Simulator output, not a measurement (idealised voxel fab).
The process module that follows is named voxel wiring stack.
Displayed cross-section: cut, width of 290 nm, square cells sized 5 nm.
Reading order for cross-sections: top band down to bottom band. Underlying form: a grid of square cells. Band size: one or more rows of cells. Heights first: top, then bottom, in nm. Then materials, left to right, each with a width in nm. "full width" on a single material: fills the band edge to edge. "air": empty space. Ref level 0: as-received wafer is one material below here. Bottom band extends down with no lower bound ("0 nm and below"). A two-number width, for instance "30..40", indicates that the width is equal to the first number in the top row of the band and to the second number in the bottom row, and that it changes by a constant amount per row of cells. "remained unchanged", as given for a step, is the statement that not any cell of the cross-section underwent a change during that step. "Enclosed voids" contains a list of empty spaces, each no smaller than 8 cells and without an open way to the top, written in the form width x height at distance with the distance from the left edge and all three in nm. Post-settings text on a step line: simulator's own remark regarding the step. Regarding "overlay nm": on a step with a mask, it is the distance the mask lay to the right of its planned place; a negative value places it to the left.
Planned step list for the process:
| 1 | RECEIVE: material Si |
| 2 | CONFORMAL_DEP: material SiO2, thk nm 15 |
| 3 | DIRECTIONAL_DEP: material TiN, thk nm 5 |
| 4 | DIRECTIONAL_DEP: material Ru, thk nm 25 |
| 5 | PATTERN: tone cover, mask id METAL_1, material resist, width nm 30, pitch nm 50, thk nm 20, overlay nm 0 |
| 6 | DIRECTIONAL_ETCH: etch materials Ru, depth nm 25 |
| 7 | DIRECTIONAL_ETCH: etch materials TiN, depth nm 5 |
| 8 | STRIP: etch materials resist |
| 9 | FILL_DEP: material lowk, thk nm 10 |
| 10 | CMP: height nm 45 |
| 11 | CONFORMAL_DEP: material SiCN, thk nm 5 |
| 12 | DIRECTIONAL_DEP: material lowk, thk nm 20 |
| 13 | MASKED_ETCH: tone open, mask id PLUG_1, width nm 15, pitch nm 50, etch materials lowk, depth nm 20, overlay nm 0 |
| 14 | MASKED_ETCH: tone open, mask id PLUG_1, width nm 15, pitch nm 50, etch materials SiCN, depth nm 5, overlay nm 0 |
| 15 | CONFORMAL_DEP: material TiN, thk nm 5 |
| 16 | FILL_DEP: material Cu, thk nm 5 |
| 17 | CMP: height nm 70 |
| 18 | DIRECTIONAL_DEP: material TiN, thk nm 5 |
| 19 | DIRECTIONAL_DEP: material Ru, thk nm 15 |
| 20 | DIRECTIONAL_DEP: material aC, thk nm 15 |
| 21 | PATTERN: tone cover, mask id METAL_2, material resist, width nm 30, pitch nm 50, thk nm 30, overlay nm 0 |
| 22 | DIRECTIONAL_ETCH: etch materials aC, depth nm 15 |
| 23 | STRIP: etch materials resist |
| 24 | DIRECTIONAL_ETCH: etch materials Ru, depth nm 15 |
| 25 | DIRECTIONAL_ETCH: etch materials TiN, depth nm 5 |
| 26 | STRIP: etch materials aC |
| 27 | CONFORMAL_DEP: material SiCN, thk nm 5 |
| 28 | FILL_DEP: material lowk, thk nm 10 |
| 29 | CMP: height nm 90 |
| 30 | CONFORMAL_DEP: material SiN, thk nm 5 |
As received (post step 1): cross-section:
* 0 nm and below: Si full width
* Enclosed voids: none
Module complete - cross-section of the first of two wafers, run according to plan:
* 95 nm to 90 nm: SiN full width
* 90 nm to 75 nm: lowk (100), then SiCN (5), then Ru (30), then SiCN (5), then lowk (10), then SiCN (5), then Ru (30), then SiCN (5), then lowk (100)
* 75 nm to 70 nm: SiCN (105), then TiN (30), then SiCN (20), then TiN (30), then SiCN (105)
* 70 nm to 50 nm: lowk (105), then TiN (5), then Cu (5), then TiN (5), then lowk (35), then TiN (5), then Cu (5), then TiN (5), then lowk (120)
* 50 nm to 45 nm: SiCN (105), then TiN (15), then SiCN (35), then TiN (15), then SiCN (120)
* 45 nm to 20 nm: lowk (105), then Ru (30), then lowk (20), then Ru (30), then lowk (105)
* 20 nm to 15 nm: lowk (105), then TiN (30), then lowk (20), then TiN (30), then lowk (105)
* 15 nm to 0 nm: SiO2 full width
* 0 nm and below: Si full width
* Enclosed voids: none
Wafer two, end of module, cross-section. Same start, same plan as wafer one. One mistake in the run:
* 95 nm to 90 nm: SiN full width
* 90 nm to 75 nm: lowk (100), then SiCN (5), then Ru (30), then SiCN (5), then lowk (10), then SiCN (5), then Ru (30), then SiCN (5), then lowk (100)
* 75 nm to 70 nm: SiCN (105), then TiN (30), then SiCN (20), then TiN (30), then SiCN (105)
* 70 nm to 50 nm: lowk (105), then TiN (5), then Cu (5), then TiN (5), then lowk (35), then TiN (5), then Cu (5), then TiN (5), then lowk (120)
* 50 nm to 45 nm: SiCN (105), then TiN (15), then SiCN (35), then TiN (15), then SiCN (120)
* 45 nm to 40 nm: lowk full width
* 40 nm to 20 nm: lowk (105), then Ru (30), then lowk (20), then Ru (30), then lowk (105)
* 20 nm to 15 nm: lowk (105), then TiN (30), then lowk (20), then TiN (30), then lowk (105)
* 15 nm to 0 nm: SiO2 full width
* 0 nm and below: Si full width
* Enclosed voids: none
Processing error: step 4, actual vs plan mismatch, actual run DIRECTIONAL_DEP: material Ru, thk nm 20
at the end the second wafer has, in cells: Ru -12; lowk +12
